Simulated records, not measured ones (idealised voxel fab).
Process module, titled voxel self aligned contacts
For reference, the cross-section in this document is cut, with width 200 nm and square cells of 5 nm.
In what follows, cross-sections appear as grids of square cells, described through bands that run from the top down, where every band is one or more rows of cells.
Read a band's entry like this: the first values are the height of its top and the height of its bottom in nm, and what follows is the sequence of materials from left to right, each with its width in nm. Note that "empty" is empty space, and that a single material marked "all across" reaches across the band from edge to edge.
Zero point of the height axis is 0; under it, received wafer = one material. Lowest band: continues down indefinitely, "0..down".
So if you see something like "30..40" for the width, read it as the top row of the band sitting at the first number and the bottom row at the second, with every row in between moving by the same amount as the last.
"stayed the same", as given for a step, is the statement that not any cell of the cross-section underwent a change during that step.
So "Enclosed void catalog" is basically the list of trapped voids: any empty space of 8 cells or more that can't reach the top through an opening. They're written width x height at distance, the distance being from the left edge, and it's all nm.
Step line, after settings: the simulator's comment on this step.
overlay nm: for a step with a mask, the amount by which the mask lay right of where it was planned; a negative amount means left of it.
BELOW IS THE LIST OF PLANNED PROCESS STEPS
- 1: RECEIVE with material Si
- 2: CONFORMAL_DEP with material SiO2, thk nm 5
- 3: DIRECTIONAL_DEP with material polySi, thk nm 20
- 4: DIRECTIONAL_DEP with material SiN, thk nm 20
- 5: PATTERN with tone cover, mask id GATE, material resist, width nm 35, pitch nm 70, thk nm 20, overlay nm 0
- 6: DIRECTIONAL_ETCH with etch materials SiN, depth nm 20
- 7: DIRECTIONAL_ETCH with etch materials polySi, depth nm 20
- 8: STRIP with etch materials resist
- 9: CONFORMAL_DEP with material SiN, thk nm 5
- 10: DIRECTIONAL_ETCH with etch materials SiN, depth nm 5
- 11: FILL_DEP with material SiO2, thk nm 20
- 12: CMP with height nm 55
- 13: MASKED_ETCH with tone open, mask id CONTACT, width nm 55, etch materials SiO2, depth nm 55, overlay nm 0
- 14: CONFORMAL_DEP with material TiN, thk nm 5
- 15: FILL_DEP with material Ru, thk nm 5
- 16: CMP with height nm 55
- 17: CONFORMAL_DEP with material SiN, thk nm 5
INCOMING WAFER, CROSS-SECTIONAL VIEW, POST STEP 1
* 0..down: Si all across
* Enclosed void catalog: none
STARTING STRUCTURE AND PROCESS PLAN ARE AS SHOWN ABOVE, BUT ONE MISTAKE WAS MADE IN RUNNING THE MODULE; THE WAFER CROSS-SECTION AT THE END OF THE MODULE FOLLOWS
* 60..55: SiN all across
* 55..45: 70 SiO2; 5 TiN; 45 Ru; 5 TiN; 75 SiO2
* 45..40: 70 SiO2; 20 TiN; 15 Ru; 20 TiN; 75 SiO2
* 40..20: 40 SiO2; 45 SiN; 5 TiN; 15 Ru; 5 TiN; 45 SiN; 45 SiO2
* 20..5: 40 SiO2; 5 SiN; 35 polySi; 5 SiN; 5 TiN; 15 Ru; 5 TiN; 5 SiN; 35 polySi; 5 SiN; 45 SiO2
* 5..0: 40 SiO2; 5 SiN; 35 polySi; 5 SiN; 25 TiN; 5 SiN; 35 polySi; 5 SiN; 45 SiO2
* 0..down: Si all across
* Enclosed void catalog: none
what went wrong: step 2 was left out
